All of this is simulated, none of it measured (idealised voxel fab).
process module | voxel gate over fins
cross-section cut | 185 nm wide | cells 5 nm
A cross-section is a grid of square cells, given in bands from the top down. A band is one or more rows of cells.
Each band's line starts with the height of the band's top and of its bottom, in nm. Then come its materials from left to right, each with its width in nm. One material with "throughout" fills the band from edge to edge. "air" is empty space.
Height 0 is the level under which the wafer as received is all one material. The lowest band goes on downwards, as in "0 down".
A width such as "30 to 40" changes by the same amount from each row of cells to the next, from the band's top row to its bottom row.
"no change" after a step means that no cell of the cross-section changed.
closed voids: empty space of 8 cells or more with no open way to the top, each as width x height at its distance from the left edge, in nm
after a step's settings: what the simulator itself notes on the step
overlay nm, on a step with a mask: how far to the right of its planned place the mask lay; to the left if negative
plan
1 op RECEIVE | material Si
2 op CONFORMAL_DEP | material SiN | thk nm 5
3 op DIRECTIONAL_DEP | material aC | thk nm 15
4 op PATTERN | tone cover | mask id FINS | material resist | width nm 15 | pitch nm 35 | thk nm 30 | overlay nm 0
5 op DIRECTIONAL_ETCH | etch materials aC | depth nm 15
6 op STRIP | etch materials resist
7 op DIRECTIONAL_ETCH | etch materials SiN | depth nm 5
8 op DIRECTIONAL_ETCH | etch materials Si | depth nm 30
9 op STRIP | etch materials aC
10 op OXIDIZE | depth nm 5
11 op FILL_DEP | material SiO2 | thk nm 15
12 op CMP | height nm 5
13 op SELECTIVE_ETCH | etch materials SiO2 | depth nm 15
14 op STRIP | etch materials SiN
15 op CONFORMAL_DEP | material HfO2 | thk nm 5
16 op CONFORMAL_DEP | material TiN | thk nm 5
17 op CONFORMAL_DEP | material TiAl | thk nm 5
18 op CONFORMAL_DEP | material TiN | thk nm 5
19 op FILL_DEP | material W | thk nm 10
20 op CMP | height nm 25
21 op CONFORMAL_DEP | material SiCN | thk nm 5
as received, after step 1
  0 down: Si throughout
  closed voids: none
a wafer at the end: this start, this plan, one mistake
  30 to 25: SiCN throughout
  25 to 20: W throughout
  20 to 15: TiN throughout
  15 to 10: TiAl throughout
  10 to 5: TiN 35 | TiAl 5 | TiN 30 | TiAl 5 | TiN 30 | TiAl 5 | TiN 30 | TiAl 5 | TiN 40
  5 to 0: HfO2 30 | TiN 5 | TiAl 5 | TiN 5 | HfO2 20 | TiN 5 | TiAl 5 | TiN 5 | HfO2 20 | TiN 5 | TiAl 5 | TiN 5 | HfO2 20 | TiN 5 | TiAl 5 | TiN 5 | HfO2 35
  0 to -5: Si 25 | HfO2 5 | TiN 15 | HfO2 5 | Si 10 | HfO2 5 | TiN 15 | HfO2 5 | Si 10 | HfO2 5 | TiN 15 | HfO2 5 | Si 10 | HfO2 5 | TiN 15 | HfO2 5 | Si 30
  -5 to -10: Si 25 | HfO2 25 | Si 10 | HfO2 25 | Si 10 | HfO2 25 | Si 10 | HfO2 25 | Si 30
  -10 to -35: Si 25 | SiO2 25 | Si 10 | SiO2 25 | Si 10 | SiO2 25 | Si 10 | SiO2 25 | Si 30
  -35 down: Si throughout
  closed voids: none
what went wrong: step 4 ran as: op PATTERN | tone open | mask id FINS | material resist | width nm 15 | pitch nm 35 | thk nm 30 | overlay nm 0
